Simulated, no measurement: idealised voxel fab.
Module name: voxel self aligned contacts (process module)
Cross-section cut: width 300 nm, square cells of 5 nm.
In this document a cross-section is written as a grid of square cells. It is given as a series of bands, listed from the top down, and a band is one or more rows of cells. What a band's entry tells you: where the top is and where the bottom is, as heights in nm, and after that what lies inside, material by material from left to right, each with its width in nm. Empty space is written as the word "empty", and a single material marked with the word "edge to edge" occupies the band from edge to edge. A quick word on heights: they are counted from 0, and under that level the wafer as it came to us is one material throughout. The lowest band is different from the rest in having no bottom; it simply continues downward, written as in "z 0 and below". Width: "30 to 40" (first number = top row, second number = bottom row, same change from row to row of cells). Key: "same as before" - step with no changed cell in the cross-section. For the entry "Non-vented voids", the listed items are empty spaces with no open way to the top whose size is 8 cells or more; each item follows the pattern width x height at distance, where distance is from the left edge and all three are in nm. If you see something after the settings on a step's line, that's the simulator's own remark about that step. For masked steps, "overlay nm" on the step line gives how far right of plan the mask actually lay; a minus sign means it lay to the left.
### Process steps foreseen in the plan
1) RECEIVE (material Si)
2) CONFORMAL_DEP (material SiO2; thk nm 5)
3) DIRECTIONAL_DEP (material polySi; thk nm 20)
4) DIRECTIONAL_DEP (material SiN; thk nm 20)
5) MASKED_ETCH (tone cover; mask id GATE; width nm 35; pitch nm 60; etch materials SiN; depth nm 20; overlay nm 0)
6) MASKED_ETCH (tone cover; mask id GATE; width nm 35; pitch nm 60; etch materials polySi; depth nm 20; overlay nm 0)
7) CONFORMAL_DEP (material SiN; thk nm 5)
8) DIRECTIONAL_ETCH (etch materials SiN; depth nm 5)
9) FILL_DEP (material SiO2; thk nm 15)
10) CMP (height nm 50)
11) PATTERN (tone open; mask id CONTACT; material resist; width nm 45; thk nm 15; overlay nm 0)
12) DIRECTIONAL_ETCH (etch materials SiO2; depth nm 50)
13) STRIP (etch materials resist)
14) CONFORMAL_DEP (material TiN; thk nm 5)
15) FILL_DEP (material W; thk nm 10)
16) CMP (height nm 50)
17) CONFORMAL_DEP (material SiN; thk nm 5)
### First wafer, two in total, run as planned
### Received-state cross-section, reflecting completion of step 1
- z 0 and below | Si edge to edge
- Non-vented voids: none
### Cross-section: wafer state after step 2
- z 5 to 0 | SiO2 edge to edge
- Below 0 it's all the same as before, nothing changed down there.
### Cross-section: wafer state after step 3
- z 25 to 5 | polySi edge to edge
- Below 5 it's all the same as before, nothing changed down there.
### Cross-section: wafer state after step 4
- z 45 to 25 | SiN edge to edge
- Below 25 it's all the same as before, nothing changed down there.
### Cross-section: wafer state after step 5
- z 45 to 25 | empty 100, SiN 35, empty 25, SiN 35, empty 105
- Below 25 it's all the same as before, nothing changed down there.
### Cross-section: wafer state after step 6
- z 45 to 25 | empty 100, SiN 35, empty 25, SiN 35, empty 105
- z 25 to 5 | empty 100, polySi 35, empty 25, polySi 35, empty 105
- Below 5 it's all the same as before, nothing changed down there.
### Cross-section: wafer state after step 7
- z 50 to 25 | empty 95, SiN 45, empty 15, SiN 45, empty 100
- z 25 to 10 | empty 95, SiN 5, polySi 35, SiN 5, empty 15, SiN 5, polySi 35, SiN 5, empty 100
- z 10 to 5 | SiN 100, polySi 35, SiN 25, polySi 35, SiN 105
- Below 5 it's all the same as before, nothing changed down there.
### Cross-section: wafer state after step 8
- z 45 to 25 | empty 95, SiN 45, empty 15, SiN 45, empty 100
- z 25 to 5 | empty 95, SiN 5, polySi 35, SiN 5, empty 15, SiN 5, polySi 35, SiN 5, empty 100
- Below 5 it's all the same as before, nothing changed down there.
### Cross-section: wafer state after step 9
- z 60 to 45 | SiO2 edge to edge
- z 45 to 25 | SiO2 95, SiN 45, SiO2 15, SiN 45, SiO2 100
- z 25 to 5 | SiO2 95, SiN 5, polySi 35, SiN 5, SiO2 15, SiN 5, polySi 35, SiN 5, SiO2 100
- Below 5 it's all the same as before, nothing changed down there.
### Cross-section: wafer state after step 10
- z 50 to 45 | SiO2 edge to edge
- Below 45 it's all the same as before, nothing changed down there.
### Cross-section: wafer state after step 11
- z 65 to 50 | resist 125, empty 45, resist 130
- Below 50 it's all the same as before, nothing changed down there.
### Cross-section: wafer state after step 12
- z 65 to 50 | resist 125, empty 45, resist 130
- z 50 to 45 | SiO2 125, empty 45, SiO2 130
- z 45 to 25 | SiO2 95, SiN 45, empty 15, SiN 45, SiO2 100
- z 25 to 5 | SiO2 95, SiN 5, polySi 35, SiN 5, empty 15, SiN 5, polySi 35, SiN 5, SiO2 100
- z 5 to 0 | SiO2 140, empty 15, SiO2 145
- Below 0 it's all the same as before, nothing changed down there.
### Cross-section: wafer state after step 13
- z 50 to 45 | SiO2 125, empty 45, SiO2 130
- Below 45 it's all the same as before, nothing changed down there.
### Cross-section: wafer state after step 14
- z 55 to 50 | TiN 130, empty 35, TiN 135
- z 50 to 45 | SiO2 125, TiN 20, empty 5, TiN 20, SiO2 130
- z 45 to 25 | SiO2 95, SiN 45, TiN 5, empty 5, TiN 5, SiN 45, SiO2 100
- z 25 to 5 | SiO2 95, SiN 5, polySi 35, SiN 5, TiN 5, empty 5, TiN 5, SiN 5, polySi 35, SiN 5, SiO2 100
- z 5 to 0 | SiO2 140, TiN 15, SiO2 145
- Below 0 it's all the same as before, nothing changed down there.
### Cross-section: wafer state after step 15
- z 65 to 55 | W edge to edge
- z 55 to 50 | TiN 130, W 35, TiN 135
- z 50 to 45 | SiO2 125, TiN 20, W 5, TiN 20, SiO2 130
- z 45 to 25 | SiO2 95, SiN 45, TiN 5, W 5, TiN 5, SiN 45, SiO2 100
- z 25 to 5 | SiO2 95, SiN 5, polySi 35, SiN 5, TiN 5, W 5, TiN 5, SiN 5, polySi 35, SiN 5, SiO2 100
- Below 5 it's all the same as before, nothing changed down there.
### Cross-section: wafer state after step 16
- z 50 to 45 | SiO2 125, TiN 20, W 5, TiN 20, SiO2 130
- Below 45 it's all the same as before, nothing changed down there.
### Cross-section: wafer state after step 17
- z 55 to 50 | SiN edge to edge
- Below 50 it's all the same as before, nothing changed down there.
### For the second wafer, take the first wafer's start and plan, then add one mistake made in running it; everything through step 10, that step included, is shared with the first
### Second wafer shown in cross-section at the time step 11 was slated to end
- z 65 to 50 | resist 125, empty 50, resist 125
- Below 50 it's all the same as before, nothing changed down there.
### Second wafer shown in cross-section at the time step 12 was slated to end
- z 65 to 50 | resist 125, empty 50, resist 125
- z 50 to 45 | SiO2 125, empty 50, SiO2 125
- z 45 to 25 | SiO2 95, SiN 45, empty 15, SiN 45, SiO2 100
- z 25 to 5 | SiO2 95, SiN 5, polySi 35, SiN 5, empty 15, SiN 5, polySi 35, SiN 5, SiO2 100
- z 5 to 0 | SiO2 140, empty 15, SiO2 145
- Below 0 it's all the same as before, nothing changed down there.
### Second wafer shown in cross-section at the time step 13 was slated to end
- z 50 to 45 | SiO2 125, empty 50, SiO2 125
- Below 45 it's all the same as before, nothing changed down there.
### Second wafer shown in cross-section at the time step 14 was slated to end
- z 55 to 50 | TiN 130, empty 40, TiN 130
- z 50 to 45 | SiO2 125, TiN 20, empty 5, TiN 25, SiO2 125
- z 45 to 25 | SiO2 95, SiN 45, TiN 5, empty 5, TiN 5, SiN 45, SiO2 100
- z 25 to 5 | SiO2 95, SiN 5, polySi 35, SiN 5, TiN 5, empty 5, TiN 5, SiN 5, polySi 35, SiN 5, SiO2 100
- z 5 to 0 | SiO2 140, TiN 15, SiO2 145
- Below 0 it's all the same as before, nothing changed down there.
### Second wafer shown in cross-section at the time step 15 was slated to end
- z 65 to 55 | W edge to edge
- z 55 to 50 | TiN 130, W 40, TiN 130
- z 50 to 45 | SiO2 125, TiN 20, W 5, TiN 25, SiO2 125
- z 45 to 25 | SiO2 95, SiN 45, TiN 5, W 5, TiN 5, SiN 45, SiO2 100
- z 25 to 5 | SiO2 95, SiN 5, polySi 35, SiN 5, TiN 5, W 5, TiN 5, SiN 5, polySi 35, SiN 5, SiO2 100
- Below 5 it's all the same as before, nothing changed down there.
### Second wafer shown in cross-section at the time step 16 was slated to end
- z 50 to 45 | SiO2 125, TiN 20, W 5, TiN 25, SiO2 125
- Below 45 it's all the same as before, nothing changed down there.
### Second wafer shown in cross-section at the time step 17 was slated to end
- z 55 to 50 | SiN edge to edge
- Below 50 it's all the same as before, nothing changed down there.
Heads up, the wafer didn't run the way we planned it: step 11 changed vs plan, executed as PATTERN (tone open; mask id CONTACT; material resist; width nm 50; thk nm 15; overlay nm 0)
Final difference in cells, second wafer against first, listed per material as more or fewer: -1 SiO2 | +1 TiN
